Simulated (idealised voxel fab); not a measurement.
voxel tone inversion: a process module
The cross-section shown here is cut; it is 220 nm wide and divided into square cells measuring 5 nm on a side.
A cross-section is written here as square cells arranged in a grid, and it is given in bands from the top down, each band taking up one or more rows of cells. First you get the band's top height and its bottom height, in nm, and then the materials it's made of, left to right, with each width in nm. If you see a single material with "throughout", that one covers the band edge to edge. "air" is empty space. For the purposes of this specification, 0 denotes the height below which the wafer in its as-received condition is composed wholly of one material, and the lowermost band, lacking a lower limit, extends downward without end, as expressed in "top 0, no bottom". You'd read "30->40" like this: the band's top row of cells is as wide as the first number, its bottom row is as wide as the second, and going down, every row changes width by the same amount as the row before did. Step marked "no modification"? Then no cell in the cross-section changed in it. So "Trapped cavities" is basically the list of trapped voids: any empty space of 8 cells or more that can't reach the top through an opening. They're written width x height at distance, the distance being from the left edge, and it's all nm. Where a step's line continues beyond its settings, the continuation is a remark by the simulator itself on that step. A step line may carry the setting "overlay nm", which, for steps involving a mask, states the distance by which the mask lay to the right of its intended position; negative values denote displacement to the left.

[Process steps (planned)]
1,RECEIVE (material Si)
2,CONFORMAL_DEP (material SiN; thk nm 5)
3,DIRECTIONAL_DEP (material polySi; thk nm 15)
4,PATTERN (tone cover; mask id POSTS; material resist; width nm 20; pitch nm 40; thk nm 25; overlay nm 0)
5,DIRECTIONAL_ETCH (etch materials polySi; depth nm 15)
6,STRIP (etch materials resist)
7,FILL_DEP (material lowk; thk nm 10)
8,CMP (height nm 20)
9,STRIP (etch materials polySi)

[This is the cross-section of the wafer as we received it, i.e. after step 1]
  top 0, no bottom = Si throughout
  Trapped cavities: none

[Here's the cross-section of the first of our two wafers at the end of the module - it ran as planned]
  top 20, bottom 5 = 60 of lowk; 20 of air; 20 of lowk; 20 of air; 20 of lowk; 20 of air; 60 of lowk
  top 5, bottom 0 = SiN throughout
  top 0, no bottom = Si throughout
  Trapped cavities: none

[The second wafer, shown in cross-section after the module: started the same way as the first and given the same plan, yet one mistake crept into how it was run]
  top 20, bottom 5 = 60 of lowk; 25 of air; 15 of lowk; 25 of air; 15 of lowk; 25 of air; 55 of lowk
  top 5, bottom 0 = SiN throughout
  top 0, no bottom = Si throughout
  Trapped cavities: none
Short version of what went wrong: so step 4 ended up running with a different setting than we planned, it ran as PATTERN (tone cover; mask id POSTS; material resist; width nm 25; pitch nm 40; thk nm 25; overlay nm 0)
Final tally in cells, some materials are higher or lower on the second wafer than on the first: 9 fewer of lowk
